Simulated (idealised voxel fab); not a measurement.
Process module, titled voxel transistor to metal
We display cut, a cross-section 205 nm in width whose square cells are each 5 nm.
Cross-section, as written here: a square-cell grid given band by band from the top down, where a band holds one or more rows of cells.
Top, bottom (nm), then materials left to right with widths (nm); lone material tagged "throughout" fills the whole band edge to edge; "air" = empty space.
Heights are expressed relative to 0, this being the level below which the as-received wafer comprises one material exclusively. The lowest band is unbounded in the downward direction and is denoted as in "0 down".
Width spec "30 to 40" -> top row of cells at first value, bottom row at second value, equal per-row change in between.
A step reported as "all unchanged" is a step in which no cell of the cross-section changed.
"Closed internal voids" means: voids of 8 cells or more that are shut off from the top with no open way through. Written width x height at distance, distance from the left edge, in nm.
On each step's line, the part that comes after the settings is the simulator's own comment on the step.
overlay nm: how far to the right of its planned place the mask lay on this masked step (negative: to the left).

## Below is the list of planned process steps
1) RECEIVE (material Si)
2) OXIDIZE (depth nm 5)
3) CONFORMAL_DEP (material SiN; thk nm 10)
4) PATTERN (tone cover; mask id ACTIVE; material resist; width nm 110; thk nm 15; overlay nm 0)
5) DIRECTIONAL_ETCH (etch materials SiN; depth nm 10)
6) DIRECTIONAL_ETCH (etch materials SiO2; depth nm 5)
7) DIRECTIONAL_ETCH (etch materials Si; depth nm 35)
8) STRIP (etch materials resist)
9) OXIDIZE (depth nm 5)
10) FILL_DEP (material SiO2; thk nm 15)
11) CMP (height nm 10)
12) SELECTIVE_ETCH (etch materials SiO2; depth nm 10)
13) STRIP (etch materials SiN)
14) SELECTIVE_ETCH (etch materials SiO2; depth nm 5)
15) OXIDIZE (depth nm 5)
16) DIRECTIONAL_DEP (material polySi; thk nm 25)
17) DIRECTIONAL_DEP (material SiCN; thk nm 15)
18) MASKED_ETCH (tone cover; mask id GATE; width nm 20; etch materials SiCN; depth nm 25; overlay nm 0)
19) MASKED_ETCH (tone cover; mask id GATE; width nm 20; etch materials polySi; depth nm 35; overlay nm 0)
20) CONFORMAL_DEP (material SiN; thk nm 5)
21) DIRECTIONAL_ETCH (etch materials SiN; depth nm 5)
22) DIRECTIONAL_ETCH (etch materials SiO2; depth nm 5)
23) DIRECTIONAL_ETCH (etch materials Si; depth nm 5)
24) EPI (material pSi; thk nm 10)
25) FILL_DEP (material SiO2; thk nm 10)
26) CMP (height nm 35)
27) DIRECTIONAL_DEP (material SiO2; thk nm 10)
28) DIRECTIONAL_DEP (material aC; thk nm 15)
29) PATTERN (tone open; mask id CONTACT; material resist; width nm 15; pitch nm 75; thk nm 30; overlay nm 0)
30) DIRECTIONAL_ETCH (etch materials aC; depth nm 15)
31) STRIP (etch materials resist)
32) DIRECTIONAL_ETCH (etch materials SiO2; depth nm 50)
33) STRIP (etch materials aC)
34) CONFORMAL_DEP (material TiN; thk nm 5)
35) FILL_DEP (material W; thk nm 5)
36) CMP (height nm 45)
37) DIRECTIONAL_DEP (material TiN; thk nm 5)
38) DIRECTIONAL_DEP (material W; thk nm 25)
39) PATTERN (tone cover; mask id METAL_1; material resist; width nm 15; pitch nm 75; thk nm 15; overlay nm 0)
40) DIRECTIONAL_ETCH (etch materials W; depth nm 25)
41) DIRECTIONAL_ETCH (etch materials TiN; depth nm 5)
42) STRIP (etch materials resist)
43) FILL_DEP (material lowk; thk nm 10)
44) CMP (height nm 75)
45) CONFORMAL_DEP (material SiCN; thk nm 5)
46) DIRECTIONAL_DEP (material lowk; thk nm 35)
47) MASKED_ETCH (tone open; mask id METAL_2; width nm 15; pitch nm 75; etch materials lowk; depth nm 20; overlay nm 0)
48) MASKED_ETCH (tone open; mask id METAL_2_HOLES; width nm 15; pitch nm 75; etch materials lowk; depth nm 15; overlay nm 0)
49) MASKED_ETCH (tone open; mask id METAL_2_HOLES; width nm 15; pitch nm 75; etch materials SiCN; depth nm 5; overlay nm 0)
50) CONFORMAL_DEP (material TiN; thk nm 5)
51) FILL_DEP (material Cu; thk nm 5)
52) CMP (height nm 115)
53) CONFORMAL_DEP (material SiN; thk nm 5)

## What follows covers the first of two wafers; it ran as planned

## Incoming wafer, cross-sectional view, post step 1
- 0 down | Si throughout
- Closed internal voids: none

## Cross-section of the wafer subsequent to step 2
- 0 to -5 | SiO2 throughout
- At heights below -5, the structure remains unaltered.

## Cross-section of the wafer subsequent to step 3
- 10 to 0 | SiN throughout
- At heights below 0, the structure remains unaltered.

## Cross-section of the wafer subsequent to step 4
- 25 to 10 | air 45 | resist 110 | air 50
- At heights below 10, the structure remains unaltered.

## Cross-section of the wafer subsequent to step 5
- 25 to 10 | air 45 | resist 110 | air 50
- 10 to 0 | air 45 | SiN 110 | air 50
- At heights below 0, the structure remains unaltered.

## Cross-section of the wafer subsequent to step 6
- 25 to 10 | air 45 | resist 110 | air 50
- 10 to 0 | air 45 | SiN 110 | air 50
- 0 to -5 | air 45 | SiO2 110 | air 50
- At heights below -5, the structure remains unaltered.

## Cross-section of the wafer subsequent to step 7
- 25 to 10 | air 45 | resist 110 | air 50
- 10 to 0 | air 45 | SiN 110 | air 50
- 0 to -5 | air 45 | SiO2 110 | air 50
- -5 to -40 | air 45 | Si 110 | air 50
- At heights below -40, the structure remains unaltered.

## Cross-section of the wafer subsequent to step 8
- 10 to 0 | air 45 | SiN 110 | air 50
- At heights below 0, the structure remains unaltered.

## Cross-section of the wafer subsequent to step 9
- 10 to 0 | air 45 | SiN 110 | air 50
- 0 to -5 | air 45 | SiO2 110 | air 50
- -5 to -40 | air 45 | SiO2 5 | Si 100 | SiO2 5 | air 50
- -40 to -45 | SiO2 50 | Si 100 | SiO2 55
- At heights below -45, the structure remains unaltered.

## Cross-section of the wafer subsequent to step 10
- 25 to 10 | SiO2 throughout
- 10 to 0 | SiO2 45 | SiN 110 | SiO2 50
- 0 to -5 | SiO2 throughout
- -5 to -45 | SiO2 50 | Si 100 | SiO2 55
- At heights below -45, the structure remains unaltered.

## Cross-section of the wafer subsequent to step 11
- 10 to 0 | SiO2 45 | SiN 110 | SiO2 50
- At heights below 0, the structure remains unaltered.

## Cross-section of the wafer subsequent to step 12
- 10 to 0 | air 45 | SiN 110 | air 50
- At heights below 0, the structure remains unaltered.

## Cross-section of the wafer subsequent to step 13
- 0 to -5 | SiO2 throughout
- At heights below -5, the structure remains unaltered.

## Cross-section of the wafer subsequent to step 14
- -5 to -45 | SiO2 50 | Si 100 | SiO2 55
- At heights below -45, the structure remains unaltered.

## Cross-section of the wafer subsequent to step 15
- -5 to -10 | SiO2 throughout
- At heights below -10, the structure remains unaltered.

## Cross-section of the wafer subsequent to step 16
- 20 to -5 | polySi throughout
- At heights below -5, the structure remains unaltered.

## Cross-section of the wafer subsequent to step 17
- 35 to 20 | SiCN throughout
- At heights below 20, the structure remains unaltered.

## Cross-section of the wafer subsequent to step 18
- 35 to 20 | air 90 | SiCN 20 | air 95
- At heights below 20, the structure remains unaltered.

## Cross-section of the wafer subsequent to step 19
- 35 to 20 | air 90 | SiCN 20 | air 95
- 20 to -5 | air 90 | polySi 20 | air 95
- At heights below -5, the structure remains unaltered.

## Cross-section of the wafer subsequent to step 20
- 40 to 35 | air 85 | SiN 30 | air 90
- 35 to 20 | air 85 | SiN 5 | SiCN 20 | SiN 5 | air 90
- 20 to 0 | air 85 | SiN 5 | polySi 20 | SiN 5 | air 90
- 0 to -5 | SiN 90 | polySi 20 | SiN 95
- At heights below -5, the structure remains unaltered.

## Cross-section of the wafer subsequent to step 21
- 35 to 20 | air 85 | SiN 5 | SiCN 20 | SiN 5 | air 90
- 20 to -5 | air 85 | SiN 5 | polySi 20 | SiN 5 | air 90
- At heights below -5, the structure remains unaltered.

## Cross-section of the wafer subsequent to step 22
- 35 to 20 | air 85 | SiN 5 | SiCN 20 | SiN 5 | air 90
- 20 to -5 | air 85 | SiN 5 | polySi 20 | SiN 5 | air 90
- -5 to -10 | air 85 | SiO2 30 | air 90
- At heights below -10, the structure remains unaltered.

## Cross-section of the wafer subsequent to step 23
- 35 to 20 | air 85 | SiN 5 | SiCN 20 | SiN 5 | air 90
- 20 to -5 | air 85 | SiN 5 | polySi 20 | SiN 5 | air 90
- -5 to -10 | air 85 | SiO2 30 | air 90
- -10 to -15 | SiO2 50 | air 35 | Si 30 | air 35 | SiO2 55
- At heights below -15, the structure remains unaltered.

## Cross-section of the wafer subsequent to step 24
- 35 to 20 | air 85 | SiN 5 | SiCN 20 | SiN 5 | air 90
- 20 to 0 | air 85 | SiN 5 | polySi 20 | SiN 5 | air 90
- 0 to -5 | air 75 | pSi 10 | SiN 5 | polySi 20 | SiN 5 | pSi 10 | air 80
- -5 to -10 | air 45 | pSi 40 | SiO2 30 | pSi 40 | air 50
- -10 to -15 | SiO2 50 | pSi 35 | Si 30 | pSi 35 | SiO2 55
- At heights below -15, the structure remains unaltered.

## Cross-section of the wafer subsequent to step 25
- 45 to 35 | SiO2 throughout
- 35 to 20 | SiO2 85 | SiN 5 | SiCN 20 | SiN 5 | SiO2 90
- 20 to 0 | SiO2 85 | SiN 5 | polySi 20 | SiN 5 | SiO2 90
- 0 to -5 | SiO2 75 | pSi 10 | SiN 5 | polySi 20 | SiN 5 | pSi 10 | SiO2 80
- -5 to -10 | SiO2 45 | pSi 40 | SiO2 30 | pSi 40 | SiO2 50
- At heights below -10, the structure remains unaltered.

## Cross-section of the wafer subsequent to step 26
- 35 to 20 | SiO2 85 | SiN 5 | SiCN 20 | SiN 5 | SiO2 90
- At heights below 20, the structure remains unaltered.

## Cross-section of the wafer subsequent to step 27
- 45 to 35 | SiO2 throughout
- At heights below 35, the structure remains unaltered.

## Cross-section of the wafer subsequent to step 28
- 60 to 45 | aC throughout
- At heights below 45, the structure remains unaltered.

## Cross-section of the wafer subsequent to step 29
- 90 to 60 | resist 55 | air 15 | resist 60 | air 15 | resist 60
- At heights below 60, the structure remains unaltered.

## Cross-section of the wafer subsequent to step 30
- 75 to 60 | resist 55 | air 15 | resist 60 | air 15 | resist 60
- 60 to 45 | aC 55 | air 15 | aC 60 | air 15 | aC 60
- At heights below 45, the structure remains unaltered.

## Cross-section of the wafer subsequent to step 31
- 60 to 45 | aC 55 | air 15 | aC 60 | air 15 | aC 60
- At heights below 45, the structure remains unaltered.

## Cross-section of the wafer subsequent to step 32
- 60 to 45 | aC 55 | air 15 | aC 60 | air 15 | aC 60
- 45 to 35 | SiO2 55 | air 15 | SiO2 60 | air 15 | SiO2 60
- 35 to 20 | SiO2 55 | air 15 | SiO2 15 | SiN 5 | SiCN 20 | SiN 5 | SiO2 15 | air 15 | SiO2 60
- 20 to 0 | SiO2 55 | air 15 | SiO2 15 | SiN 5 | polySi 20 | SiN 5 | SiO2 15 | air 15 | SiO2 60
- 0 to -5 | SiO2 55 | air 15 | SiO2 5 | pSi 10 | SiN 5 | polySi 20 | SiN 5 | pSi 10 | SiO2 5 | air 15 | SiO2 60
- At heights below -5, the structure remains unaltered.

## Cross-section of the wafer subsequent to step 33
- 45 to 35 | SiO2 55 | air 15 | SiO2 60 | air 15 | SiO2 60
- At heights below 35, the structure remains unaltered.

## Cross-section of the wafer subsequent to step 34
- 50 to 45 | TiN 60 | air 5 | TiN 70 | air 5 | TiN 65
- 45 to 35 | SiO2 55 | TiN 5 | air 5 | TiN 5 | SiO2 60 | TiN 5 | air 5 | TiN 5 | SiO2 60
- 35 to 20 | SiO2 55 | TiN 5 | air 5 | TiN 5 | SiO2 15 | SiN 5 | SiCN 20 | SiN 5 | SiO2 15 | TiN 5 | air 5 | TiN 5 | SiO2 60
- 20 to 0 | SiO2 55 | TiN 5 | air 5 | TiN 5 | SiO2 15 | SiN 5 | polySi 20 | SiN 5 | SiO2 15 | TiN 5 | air 5 | TiN 5 | SiO2 60
- 0 to -5 | SiO2 55 | TiN 15 | SiO2 5 | pSi 10 | SiN 5 | polySi 20 | SiN 5 | pSi 10 | SiO2 5 | TiN 15 | SiO2 60
- At heights below -5, the structure remains unaltered.

## Cross-section of the wafer subsequent to step 35
- 55 to 50 | W throughout
- 50 to 45 | TiN 60 | W 5 | TiN 70 | W 5 | TiN 65
- 45 to 35 | SiO2 55 | TiN 5 | W 5 | TiN 5 | SiO2 60 | TiN 5 | W 5 | TiN 5 | SiO2 60
- 35 to 20 | SiO2 55 | TiN 5 | W 5 | TiN 5 | SiO2 15 | SiN 5 | SiCN 20 | SiN 5 | SiO2 15 | TiN 5 | W 5 | TiN 5 | SiO2 60
- 20 to 0 | SiO2 55 | TiN 5 | W 5 | TiN 5 | SiO2 15 | SiN 5 | polySi 20 | SiN 5 | SiO2 15 | TiN 5 | W 5 | TiN 5 | SiO2 60
- At heights below 0, the structure remains unaltered.

## Cross-section of the wafer subsequent to step 36
- 45 to 35 | SiO2 55 | TiN 5 | W 5 | TiN 5 | SiO2 60 | TiN 5 | W 5 | TiN 5 | SiO2 60
- At heights below 35, the structure remains unaltered.

## Cross-section of the wafer subsequent to step 37
- 50 to 45 | TiN throughout
- At heights below 45, the structure remains unaltered.

## Cross-section of the wafer subsequent to step 38
- 75 to 50 | W throughout
- At heights below 50, the structure remains unaltered.

## Cross-section of the wafer subsequent to step 39
- 90 to 75 | air 55 | resist 15 | air 60 | resist 15 | air 60
- At heights below 75, the structure remains unaltered.

## Cross-section of the wafer subsequent to step 40
- 90 to 75 | air 55 | resist 15 | air 60 | resist 15 | air 60
- 75 to 50 | air 55 | W 15 | air 60 | W 15 | air 60
- At heights below 50, the structure remains unaltered.

## Cross-section of the wafer subsequent to step 41
- 90 to 75 | air 55 | resist 15 | air 60 | resist 15 | air 60
- 75 to 50 | air 55 | W 15 | air 60 | W 15 | air 60
- 50 to 45 | air 55 | TiN 15 | air 60 | TiN 15 | air 60
- At heights below 45, the structure remains unaltered.

## Cross-section of the wafer subsequent to step 42
- 75 to 50 | air 55 | W 15 | air 60 | W 15 | air 60
- At heights below 50, the structure remains unaltered.

## Cross-section of the wafer subsequent to step 43
- 85 to 75 | lowk throughout
- 75 to 50 | lowk 55 | W 15 | lowk 60 | W 15 | lowk 60
- 50 to 45 | lowk 55 | TiN 15 | lowk 60 | TiN 15 | lowk 60
- At heights below 45, the structure remains unaltered.

## Cross-section of the wafer subsequent to step 44
- 75 to 50 | lowk 55 | W 15 | lowk 60 | W 15 | lowk 60
- At heights below 50, the structure remains unaltered.

## Cross-section of the wafer subsequent to step 45
- 80 to 75 | SiCN throughout
- At heights below 75, the structure remains unaltered.

## Cross-section of the wafer subsequent to step 46
- 115 to 80 | lowk throughout
- At heights below 80, the structure remains unaltered.

## Cross-section of the wafer subsequent to step 47
- 115 to 95 | lowk 55 | air 15 | lowk 60 | air 15 | lowk 60
- At heights below 95, the structure remains unaltered.

## Cross-section of the wafer subsequent to step 48
- 115 to 80 | lowk 55 | air 15 | lowk 60 | air 15 | lowk 60
- At heights below 80, the structure remains unaltered.

## Cross-section of the wafer subsequent to step 49
- 115 to 80 | lowk 55 | air 15 | lowk 60 | air 15 | lowk 60
- 80 to 75 | SiCN 55 | air 15 | SiCN 60 | air 15 | SiCN 60
- At heights below 75, the structure remains unaltered.

## Cross-section of the wafer subsequent to step 50
- 120 to 115 | TiN 60 | air 5 | TiN 70 | air 5 | TiN 65
- 115 to 80 | lowk 55 | TiN 5 | air 5 | TiN 5 | lowk 60 | TiN 5 | air 5 | TiN 5 | lowk 60
- 80 to 75 | SiCN 55 | TiN 15 | SiCN 60 | TiN 15 | SiCN 60
- At heights below 75, the structure remains unaltered.

## Cross-section of the wafer subsequent to step 51
- 125 to 120 | Cu throughout
- 120 to 115 | TiN 60 | Cu 5 | TiN 70 | Cu 5 | TiN 65
- 115 to 80 | lowk 55 | TiN 5 | Cu 5 | TiN 5 | lowk 60 | TiN 5 | Cu 5 | TiN 5 | lowk 60
- At heights below 80, the structure remains unaltered.

## Cross-section of the wafer subsequent to step 52
- 115 to 80 | lowk 55 | TiN 5 | Cu 5 | TiN 5 | lowk 60 | TiN 5 | Cu 5 | TiN 5 | lowk 60
- At heights below 80, the structure remains unaltered.

## Cross-section of the wafer subsequent to step 53
- 120 to 115 | SiN throughout
- At heights below 115, the structure remains unaltered.

## Now the other wafer: same start, same recipe, but we messed up one thing when running it. Up to and including step 23 it's the same as the first one

## Look at the second wafer in cross-section at the time step 24 ought to have finished
- 35 to 20 | air 85 | SiN 5 | SiCN 20 | SiN 5 | air 90
- 20 to -5 | air 85 | SiN 5 | polySi 20 | SiN 5 | air 90
- -5 to -10 | air 80 | pSi 5 | SiO2 30 | pSi 5 | air 85
- -10 to -15 | SiO2 50 | pSi 35 | Si 30 | pSi 35 | SiO2 55
- At heights below -15, the structure remains unaltered.

## Look at the second wafer in cross-section at the time step 25 ought to have finished
- 45 to 35 | SiO2 throughout
- 35 to 20 | SiO2 85 | SiN 5 | SiCN 20 | SiN 5 | SiO2 90
- 20 to -5 | SiO2 85 | SiN 5 | polySi 20 | SiN 5 | SiO2 90
- -5 to -10 | SiO2 80 | pSi 5 | SiO2 30 | pSi 5 | SiO2 85
- At heights below -10, the structure remains unaltered.

## Look at the second wafer in cross-section at the time step 26 ought to have finished
- 35 to 20 | SiO2 85 | SiN 5 | SiCN 20 | SiN 5 | SiO2 90
- At heights below 20, the structure remains unaltered.

## Look at the second wafer in cross-section at the time step 27 ought to have finished
- 45 to 35 | SiO2 throughout
- At heights below 35, the structure remains unaltered.

## Look at the second wafer in cross-section at the time step 28 ought to have finished
- 60 to 45 | aC throughout
- At heights below 45, the structure remains unaltered.

## Look at the second wafer in cross-section at the time step 29 ought to have finished
- 90 to 60 | resist 55 | air 15 | resist 60 | air 15 | resist 60
- At heights below 60, the structure remains unaltered.

## Look at the second wafer in cross-section at the time step 30 ought to have finished
- 75 to 60 | resist 55 | air 15 | resist 60 | air 15 | resist 60
- 60 to 45 | aC 55 | air 15 | aC 60 | air 15 | aC 60
- At heights below 45, the structure remains unaltered.

## Look at the second wafer in cross-section at the time step 31 ought to have finished
- 60 to 45 | aC 55 | air 15 | aC 60 | air 15 | aC 60
- At heights below 45, the structure remains unaltered.

## Look at the second wafer in cross-section at the time step 32 ought to have finished
- 60 to 45 | aC 55 | air 15 | aC 60 | air 15 | aC 60
- 45 to 35 | SiO2 55 | air 15 | SiO2 60 | air 15 | SiO2 60
- 35 to 20 | SiO2 55 | air 15 | SiO2 15 | SiN 5 | SiCN 20 | SiN 5 | SiO2 15 | air 15 | SiO2 60
- 20 to -5 | SiO2 55 | air 15 | SiO2 15 | SiN 5 | polySi 20 | SiN 5 | SiO2 15 | air 15 | SiO2 60
- At heights below -5, the structure remains unaltered.

## Look at the second wafer in cross-section at the time step 33 ought to have finished
- 45 to 35 | SiO2 55 | air 15 | SiO2 60 | air 15 | SiO2 60
- At heights below 35, the structure remains unaltered.

## Look at the second wafer in cross-section at the time step 34 ought to have finished
- 50 to 45 | TiN 60 | air 5 | TiN 70 | air 5 | TiN 65
- 45 to 35 | SiO2 55 | TiN 5 | air 5 | TiN 5 | SiO2 60 | TiN 5 | air 5 | TiN 5 | SiO2 60
- 35 to 20 | SiO2 55 | TiN 5 | air 5 | TiN 5 | SiO2 15 | SiN 5 | SiCN 20 | SiN 5 | SiO2 15 | TiN 5 | air 5 | TiN 5 | SiO2 60
- 20 to 0 | SiO2 55 | TiN 5 | air 5 | TiN 5 | SiO2 15 | SiN 5 | polySi 20 | SiN 5 | SiO2 15 | TiN 5 | air 5 | TiN 5 | SiO2 60
- 0 to -5 | SiO2 55 | TiN 15 | SiO2 15 | SiN 5 | polySi 20 | SiN 5 | SiO2 15 | TiN 15 | SiO2 60
- At heights below -5, the structure remains unaltered.

## Look at the second wafer in cross-section at the time step 35 ought to have finished
- 55 to 50 | W throughout
- 50 to 45 | TiN 60 | W 5 | TiN 70 | W 5 | TiN 65
- 45 to 35 | SiO2 55 | TiN 5 | W 5 | TiN 5 | SiO2 60 | TiN 5 | W 5 | TiN 5 | SiO2 60
- 35 to 20 | SiO2 55 | TiN 5 | W 5 | TiN 5 | SiO2 15 | SiN 5 | SiCN 20 | SiN 5 | SiO2 15 | TiN 5 | W 5 | TiN 5 | SiO2 60
- 20 to 0 | SiO2 55 | TiN 5 | W 5 | TiN 5 | SiO2 15 | SiN 5 | polySi 20 | SiN 5 | SiO2 15 | TiN 5 | W 5 | TiN 5 | SiO2 60
- At heights below 0, the structure remains unaltered.

## Look at the second wafer in cross-section at the time step 36 ought to have finished
- 45 to 35 | SiO2 55 | TiN 5 | W 5 | TiN 5 | SiO2 60 | TiN 5 | W 5 | TiN 5 | SiO2 60
- At heights below 35, the structure remains unaltered.

## Look at the second wafer in cross-section at the time step 37 ought to have finished
- 50 to 45 | TiN throughout
- At heights below 45, the structure remains unaltered.

## Look at the second wafer in cross-section at the time step 38 ought to have finished
- 75 to 50 | W throughout
- At heights below 50, the structure remains unaltered.

## Look at the second wafer in cross-section at the time step 39 ought to have finished
- 90 to 75 | air 55 | resist 15 | air 60 | resist 15 | air 60
- At heights below 75, the structure remains unaltered.

## Look at the second wafer in cross-section at the time step 40 ought to have finished
- 90 to 75 | air 55 | resist 15 | air 60 | resist 15 | air 60
- 75 to 50 | air 55 | W 15 | air 60 | W 15 | air 60
- At heights below 50, the structure remains unaltered.

## Look at the second wafer in cross-section at the time step 41 ought to have finished
- 90 to 75 | air 55 | resist 15 | air 60 | resist 15 | air 60
- 75 to 50 | air 55 | W 15 | air 60 | W 15 | air 60
- 50 to 45 | air 55 | TiN 15 | air 60 | TiN 15 | air 60
- At heights below 45, the structure remains unaltered.

## Look at the second wafer in cross-section at the time step 42 ought to have finished
- 75 to 50 | air 55 | W 15 | air 60 | W 15 | air 60
- At heights below 50, the structure remains unaltered.

## Look at the second wafer in cross-section at the time step 43 ought to have finished
- 85 to 75 | lowk throughout
- 75 to 50 | lowk 55 | W 15 | lowk 60 | W 15 | lowk 60
- 50 to 45 | lowk 55 | TiN 15 | lowk 60 | TiN 15 | lowk 60
- At heights below 45, the structure remains unaltered.

## Look at the second wafer in cross-section at the time step 44 ought to have finished
- 75 to 50 | lowk 55 | W 15 | lowk 60 | W 15 | lowk 60
- At heights below 50, the structure remains unaltered.

## Look at the second wafer in cross-section at the time step 45 ought to have finished
- 80 to 75 | SiCN throughout
- At heights below 75, the structure remains unaltered.

## Look at the second wafer in cross-section at the time step 46 ought to have finished
- 115 to 80 | lowk throughout
- At heights below 80, the structure remains unaltered.

## Look at the second wafer in cross-section at the time step 47 ought to have finished
- 115 to 95 | lowk 55 | air 15 | lowk 60 | air 15 | lowk 60
- At heights below 95, the structure remains unaltered.

## Look at the second wafer in cross-section at the time step 48 ought to have finished
- 115 to 80 | lowk 55 | air 15 | lowk 60 | air 15 | lowk 60
- At heights below 80, the structure remains unaltered.

## Look at the second wafer in cross-section at the time step 49 ought to have finished
- 115 to 80 | lowk 55 | air 15 | lowk 60 | air 15 | lowk 60
- 80 to 75 | SiCN 55 | air 15 | SiCN 60 | air 15 | SiCN 60
- At heights below 75, the structure remains unaltered.

## Look at the second wafer in cross-section at the time step 50 ought to have finished
- 120 to 115 | TiN 60 | air 5 | TiN 70 | air 5 | TiN 65
- 115 to 80 | lowk 55 | TiN 5 | air 5 | TiN 5 | lowk 60 | TiN 5 | air 5 | TiN 5 | lowk 60
- 80 to 75 | SiCN 55 | TiN 15 | SiCN 60 | TiN 15 | SiCN 60
- At heights below 75, the structure remains unaltered.

## Look at the second wafer in cross-section at the time step 51 ought to have finished
- 125 to 120 | Cu throughout
- 120 to 115 | TiN 60 | Cu 5 | TiN 70 | Cu 5 | TiN 65
- 115 to 80 | lowk 55 | TiN 5 | Cu 5 | TiN 5 | lowk 60 | TiN 5 | Cu 5 | TiN 5 | lowk 60
- At heights below 80, the structure remains unaltered.

## Look at the second wafer in cross-section at the time step 52 ought to have finished
- 115 to 80 | lowk 55 | TiN 5 | Cu 5 | TiN 5 | lowk 60 | TiN 5 | Cu 5 | TiN 5 | lowk 60
- At heights below 80, the structure remains unaltered.

## Look at the second wafer in cross-section at the time step 53 ought to have finished
- 120 to 115 | SiN throughout
- At heights below 115, the structure remains unaltered.
Error vs. plan: step 24 did not use the planned setting and instead ran as EPI (material pSi; thk nm 5)
The second wafer ends with more or fewer cells of some materials than the first, per final count: +18 SiO2, -18 pSi
